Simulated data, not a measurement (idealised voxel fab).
Proc. module: voxel self aligned vias
Displayed cross-section: cut, width of 290 nm, square cells sized 5 nm.
Cross-sections here: square-cell grids, written as top-down lists of bands, a band being one or more rows of cells. Heights first: top, then bottom, in nm. Then materials, left to right, each with a width in nm. "full width" on a single material: fills the band edge to edge. "blank": empty space. Convention: height 0 is the level below which the wafer, as received, is all one material. The lowest band does not terminate at the bottom but continues downward, represented as "0 -> down". Quick explanation for "30->40": the width changes in equal steps down the rows of cells, from the first number in the band's top row to the second number in its bottom row. A step reported as "same as before" is a step in which no cell of the cross-section changed. Look at "Fully enclosed voids" for the closed voids: empty spaces with no open path to the top, sized 8 cells or up. Each is width x height at distance, distance from the left edge, all nm. Past the settings on a step's line: simulator remark, on that step. A step line may carry the setting "overlay nm", which, for steps involving a mask, states the distance by which the mask lay to the right of its intended position; negative values denote displacement to the left. Read the rest as pairs. Take the cross-section before one process step, then the cross-section after it, which shows only down to the lowest band that changed. Under the pair, find the step between them and its settings. Bear in mind that pairs may come from different runs of this module on the same starting wafer: link a pair to the pair above it only where its entry headed "Ahead of processing" says to.

AHEAD OF PROCESSING
  55 -> 40 | SiO2 full width
  40 -> 35 | 65 of SiN  30 of SiO2  35 of SiN  30 of SiO2  35 of SiN  30 of SiO2  65 of SiN
  35 -> 25 | 60 of Ru  5 of TiN  30 of SiO2  5 of TiN  25 of Ru  5 of TiN  30 of SiO2  5 of TiN  25 of Ru  5 of TiN  30 of SiO2  5 of TiN  60 of Ru
  25 -> 20 | 65 of TiN  30 of SiO2  35 of TiN  30 of SiO2  35 of TiN  30 of SiO2  65 of TiN
  20 -> 15 | SiCN full width
  15 -> 0 | SiO2 full width
  0 -> down | Si full width
  Fully enclosed voids: none

CROSS-SECTION AFTER STEP
  65 -> 55 | aC full width
  Unchanged below 55.
  Fully enclosed voids: none
Step between the cross-sections above: DIRECTIONAL_DEP: material aC, thk nm 10

Ahead of processing: just use the after drawing of the pair above as your starting point.

CROSS-SECTION AFTER STEP
  95 -> 65 | 60 of resist  40 of blank  90 of resist  40 of blank  60 of resist
  Unchanged below 65.
  Fully enclosed voids: none
Step between the cross-sections above: PATTERN: tone open, mask id VIAS, material resist, width nm 40, pitch nm 130, thk nm 30, overlay nm 0

Ahead of processing: just use the after drawing of the pair above as your starting point.

CROSS-SECTION AFTER STEP
  85 -> 65 | 60 of resist  40 of blank  90 of resist  40 of blank  60 of resist
  65 -> 55 | 60 of aC  40 of blank  90 of aC  40 of blank  60 of aC
  Unchanged below 55.
  Fully enclosed voids: none
Step between the cross-sections above: DIRECTIONAL_ETCH: etch materials aC, depth nm 10

Ahead of processing: just use the after drawing of the pair above as your starting point.

CROSS-SECTION AFTER STEP
  65 -> 55 | 60 of aC  40 of blank  90 of aC  40 of blank  60 of aC
  Unchanged below 55.
  Fully enclosed voids: none
Step between the cross-sections above: STRIP: etch materials resist

Ahead of processing: just use the after drawing of the pair above as your starting point.

CROSS-SECTION AFTER STEP
  65 -> 55 | 60 of aC  40 of blank  90 of aC  40 of blank  60 of aC
  55 -> 40 | 60 of SiO2  40 of blank  90 of SiO2  40 of blank  60 of SiO2
  Unchanged below 40.
  Fully enclosed voids: none
Step between the cross-sections above: DIRECTIONAL_ETCH: etch materials SiO2, depth nm 15

Ahead of processing: just use the after drawing of the pair above as your starting point.

CROSS-SECTION AFTER STEP
  65 -> 55 | 60 of aC  40 of blank  90 of aC  40 of blank  60 of aC
  55 -> 40 | 60 of SiO2  40 of blank  90 of SiO2  40 of blank  60 of SiO2
  40 -> 35 | 60 of SiN  5 of blank  30 of SiO2  5 of blank  30 of SiN  30 of SiO2  30 of SiN  5 of blank  30 of SiO2  5 of blank  60 of SiN
  Unchanged below 35.
  Fully enclosed voids: none
Step between the cross-sections above: DIRECTIONAL_ETCH: etch materials SiN, depth nm 5

Ahead of processing: just use the after drawing of the pair above as your starting point.

CROSS-SECTION AFTER STEP
  55 -> 40 | 60 of SiO2  40 of blank  90 of SiO2  40 of blank  60 of SiO2
  Unchanged below 40.
  Fully enclosed voids: none
Step between the cross-sections above: STRIP: etch materials aC

Ahead of processing: just use the after drawing of the pair above as your starting point.

CROSS-SECTION AFTER STEP
  60 -> 55 | 65 of TiN  30 of blank  100 of TiN  30 of blank  65 of TiN
  55 -> 45 | 60 of SiO2  5 of TiN  30 of blank  5 of TiN  90 of SiO2  5 of TiN  30 of blank  5 of TiN  60 of SiO2
  45 -> 40 | 60 of SiO2  40 of TiN  90 of SiO2  40 of TiN  60 of SiO2
  40 -> 35 | 60 of SiN  5 of TiN  30 of SiO2  5 of TiN  30 of SiN  30 of SiO2  30 of SiN  5 of TiN  30 of SiO2  5 of TiN  60 of SiN
  Unchanged below 35.
  Fully enclosed voids: none
Step between the cross-sections above: CONFORMAL_DEP: material TiN, thk nm 5

Ahead of processing: just use the after drawing of the pair above as your starting point.

CROSS-SECTION AFTER STEP
  70 -> 60 | W full width
  60 -> 55 | 65 of TiN  30 of W  100 of TiN  30 of W  65 of TiN
  55 -> 45 | 60 of SiO2  5 of TiN  30 of W  5 of TiN  90 of SiO2  5 of TiN  30 of W  5 of TiN  60 of SiO2
  Unchanged below 45.
  Fully enclosed voids: none
Step between the cross-sections above: FILL_DEP: material W, thk nm 10

Ahead of processing: just use the after drawing of the pair above as your starting point.

CROSS-SECTION AFTER STEP
  55 -> 45 | 60 of SiO2  5 of TiN  30 of W  5 of TiN  90 of SiO2  5 of TiN  30 of W  5 of TiN  60 of SiO2
  Unchanged below 45.
  Fully enclosed voids: none
Step between the cross-sections above: CMP: height nm 55

Ahead of processing: just use the after drawing of the pair above as your starting point.

CROSS-SECTION AFTER STEP
  60 -> 55 | SiCN full width
  Unchanged below 55.
  Fully enclosed voids: none
Step between the cross-sections above: CONFORMAL_DEP: material SiCN, thk nm 5
